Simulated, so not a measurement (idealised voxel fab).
Process module in this document: voxel wiring stack
The width of the displayed cross-section, cut, is 235 nm; its cells are square, with a size of 5 nm.
This document writes a cross-section as a grid whose cells are square, and gives it as bands, listed from the top down; one or more rows of cells form a band.
Band: top and bottom heights (nm) first, top before bottom; then materials from left to right, widths in nm. "everywhere" marks a sole material filling the band edge to edge. "blank" denotes empty space.
Height is counted from the level 0, under which the received wafer is composed throughout of one material. The lowest of the bands is not closed at the bottom but continues downward, in the notation "0 nm and below".
When a width is written as two numbers, as in "30 to 40", the first number is the width in the top row of cells of the band and the second is the width in its bottom row, and the width changes by the same amount from each row to the next.
For the purposes of this document, the phrase "nothing different" attached to a step denotes that no cell within the cross-section was modified by that step.
Under "Catalogued sealed voids" you'll find the enclosed gaps, the ones with no way out to the top, that are 8 cells or bigger; each reads width x height at distance, with distance counted from the left edge, everything in nm.
Note: text after step settings on the step line = simulator remark on that step.
Among the settings permitted on a step's line is "overlay nm"; applied to a step with a mask, it specifies the extent to which the mask lay to the right of its planned position, whereas a negative figure signifies a position to the left.
-- Set out below are the planned steps of the process
1) RECEIVE | material Si
2) CONFORMAL_DEP | material SiO2 | thk nm 15
3) DIRECTIONAL_DEP | material TiN | thk nm 5
4) DIRECTIONAL_DEP | material W | thk nm 20
5) DIRECTIONAL_DEP | material aC | thk nm 15
6) PATTERN | tone cover | mask id METAL_1 | material resist | width nm 30 | pitch nm 60 | thk nm 30 | overlay nm 0
7) DIRECTIONAL_ETCH | etch materials aC | depth nm 15
8) STRIP | etch materials resist
9) DIRECTIONAL_ETCH | etch materials W | depth nm 20
10) DIRECTIONAL_ETCH | etch materials TiN | depth nm 5
11) STRIP | etch materials aC
12) CONFORMAL_DEP | material SiCN | thk nm 5
13) FILL_DEP | material lowk | thk nm 10
14) CMP | height nm 40
15) CONFORMAL_DEP | material SiCN | thk nm 5
16) DIRECTIONAL_DEP | material SiO2 | thk nm 20
17) MASKED_ETCH | tone open | mask id PLUG_1 | width nm 15 | pitch nm 120 | etch materials SiO2 | depth nm 20 | overlay nm 0
18) MASKED_ETCH | tone open | mask id PLUG_1 | width nm 15 | pitch nm 120 | etch materials SiCN | depth nm 5 | overlay nm 0
19) CONFORMAL_DEP | material TiN | thk nm 5
20) FILL_DEP | material W | thk nm 5
21) CMP | height nm 65
22) CONFORMAL_DEP | material SiCN | thk nm 5
23) DIRECTIONAL_DEP | material SiO2 | thk nm 15
24) PATTERN | tone open | mask id METAL_2 | material resist | width nm 30 | pitch nm 60 | thk nm 20 | overlay nm 0
25) DIRECTIONAL_ETCH | etch materials SiO2 | depth nm 15
26) DIRECTIONAL_ETCH | etch materials SiCN | depth nm 5
27) STRIP | etch materials resist
28) CONFORMAL_DEP | material TiN | thk nm 5
29) FILL_DEP | material W | thk nm 5
30) CMP | height nm 85
31) CONFORMAL_DEP | material SiCN | thk nm 5
32) DIRECTIONAL_DEP | material SiO2 | thk nm 10
33) MASKED_ETCH | tone open | mask id PLUG_2 | width nm 15 | pitch nm 60 | etch materials SiO2 | depth nm 10 | overlay nm 0
34) MASKED_ETCH | tone open | mask id PLUG_2 | width nm 15 | pitch nm 60 | etch materials SiCN | depth nm 5 | overlay nm 0
35) CONFORMAL_DEP | material TiN | thk nm 5
36) FILL_DEP | material W | thk nm 5
37) CMP | height nm 100
38) DIRECTIONAL_DEP | material TiN | thk nm 5
39) DIRECTIONAL_DEP | material Ru | thk nm 25
40) MASKED_ETCH | tone cover | mask id METAL_3 | width nm 30 | pitch nm 60 | etch materials Ru | depth nm 25 | overlay nm 0
41) MASKED_ETCH | tone cover | mask id METAL_3 | width nm 30 | pitch nm 60 | etch materials TiN | depth nm 5 | overlay nm 0
42) CONFORMAL_DEP | material SiN | thk nm 5
43) FILL_DEP | material lowk | thk nm 5
44) CMP | height nm 130
45) CONFORMAL_DEP | material SiCN | thk nm 5
-- Incoming wafer in cross-section (state: after step 1)
> 0 nm and below | Si everywhere
> Catalogued sealed voids: none
-- Module complete - cross-section of the first of two wafers, run according to plan
> 135 nm to 130 nm | SiCN everywhere
> 130 nm to 105 nm | lowk (35)  SiN (5)  Ru (30)  SiN (5)  lowk (20)  SiN (5)  Ru (30)  SiN (5)  lowk (20)  SiN (5)  Ru (30)  SiN (5)  lowk (40)
> 105 nm to 100 nm | SiN (40)  TiN (30)  SiN (30)  TiN (30)  SiN (30)  TiN (30)  SiN (45)
> 100 nm to 90 nm | SiO2 (40)  TiN (5)  W (5)  TiN (5)  SiO2 (45)  TiN (5)  W (5)  TiN (5)  SiO2 (45)  TiN (5)  W (5)  TiN (5)  SiO2 (60)
> 90 nm to 85 nm | SiCN (40)  TiN (15)  SiCN (45)  TiN (15)  SiCN (45)  TiN (15)  SiCN (60)
> 85 nm to 70 nm | SiO2 (40)  TiN (5)  W (20)  TiN (5)  SiO2 (30)  TiN (5)  W (20)  TiN (5)  SiO2 (30)  TiN (5)  W (20)  TiN (5)  SiO2 (45)
> 70 nm to 65 nm | SiCN (40)  TiN (30)  SiCN (30)  TiN (30)  SiCN (30)  TiN (30)  SiCN (45)
> 65 nm to 45 nm | SiO2 (40)  TiN (5)  W (5)  TiN (5)  SiO2 (105)  TiN (5)  W (5)  TiN (5)  SiO2 (60)
> 45 nm to 40 nm | SiCN (40)  TiN (15)  SiCN (105)  TiN (15)  SiCN (60)
> 40 nm to 20 nm | lowk (35)  SiCN (5)  W (30)  SiCN (5)  lowk (20)  SiCN (5)  W (30)  SiCN (5)  lowk (20)  SiCN (5)  W (30)  SiCN (5)  lowk (40)
> 20 nm to 15 nm | SiCN (40)  TiN (30)  SiCN (30)  TiN (30)  SiCN (30)  TiN (30)  SiCN (45)
> 15 nm to 0 nm | SiO2 everywhere
> 0 nm and below | Si everywhere
> Catalogued sealed voids: none
-- Presented here is a cross-section of the second of the two wafers as it stood at the end of the module. It was started in the same manner and assigned the same plan as the first wafer; however, one mistake was made in its execution
> 135 nm to 130 nm | SiCN everywhere
> 130 nm to 105 nm | lowk (35)  SiN (5)  Ru (30)  SiN (5)  lowk (20)  SiN (5)  Ru (30)  SiN (5)  lowk (20)  SiN (5)  Ru (30)  SiN (5)  lowk (40)
> 105 nm to 100 nm | SiN (40)  TiN (30)  SiN (30)  TiN (30)  SiN (30)  TiN (30)  SiN (45)
> 100 nm to 90 nm | SiO2 (40)  TiN (5)  W (5)  TiN (5)  SiO2 (45)  TiN (5)  W (5)  TiN (5)  SiO2 (45)  TiN (5)  W (5)  TiN (5)  SiO2 (60)
> 90 nm to 85 nm | SiCN (40)  TiN (15)  SiCN (45)  TiN (15)  SiCN (45)  TiN (15)  SiCN (60)
> 85 nm to 70 nm | SiO2 (40)  TiN (5)  W (20)  TiN (5)  SiO2 (30)  TiN (5)  W (20)  TiN (5)  SiO2 (30)  TiN (5)  W (20)  TiN (5)  SiO2 (45)
> 70 nm to 65 nm | SiCN (40)  TiN (30)  SiCN (30)  TiN (30)  SiCN (30)  TiN (30)  SiCN (45)
> 65 nm to 50 nm | W (35)  TiN (5)  SiO2 (15)  TiN (5)  W (95)  TiN (5)  SiO2 (15)  TiN (5)  W (55)
> 50 nm to 45 nm | TiN (40)  SiO2 (15)  TiN (105)  SiO2 (15)  TiN (60)
> 45 nm to 40 nm | SiCN everywhere
> 40 nm to 20 nm | lowk (35)  SiCN (5)  W (30)  SiCN (5)  lowk (20)  SiCN (5)  W (30)  SiCN (5)  lowk (20)  SiCN (5)  W (30)  SiCN (5)  lowk (40)
> 20 nm to 15 nm | SiCN (40)  TiN (30)  SiCN (30)  TiN (30)  SiCN (30)  TiN (30)  SiCN (45)
> 15 nm to 0 nm | SiO2 everywhere
> 0 nm and below | Si everywhere
> Catalogued sealed voids: none
So what did we get wrong on this run? it should be noted that step 17 was executed with settings other than those planned, the operation and settings actually applied being MASKED_ETCH | tone cover | mask id PLUG_1 | width nm 15 | pitch nm 120 | etch materials SiO2 | depth nm 20 | overlay nm 0
Wrapping up, a cell-based count of both wafers puts the second over or under the first for these materials: SiCN +6 | SiO2 -140 | TiN +31 | W +103
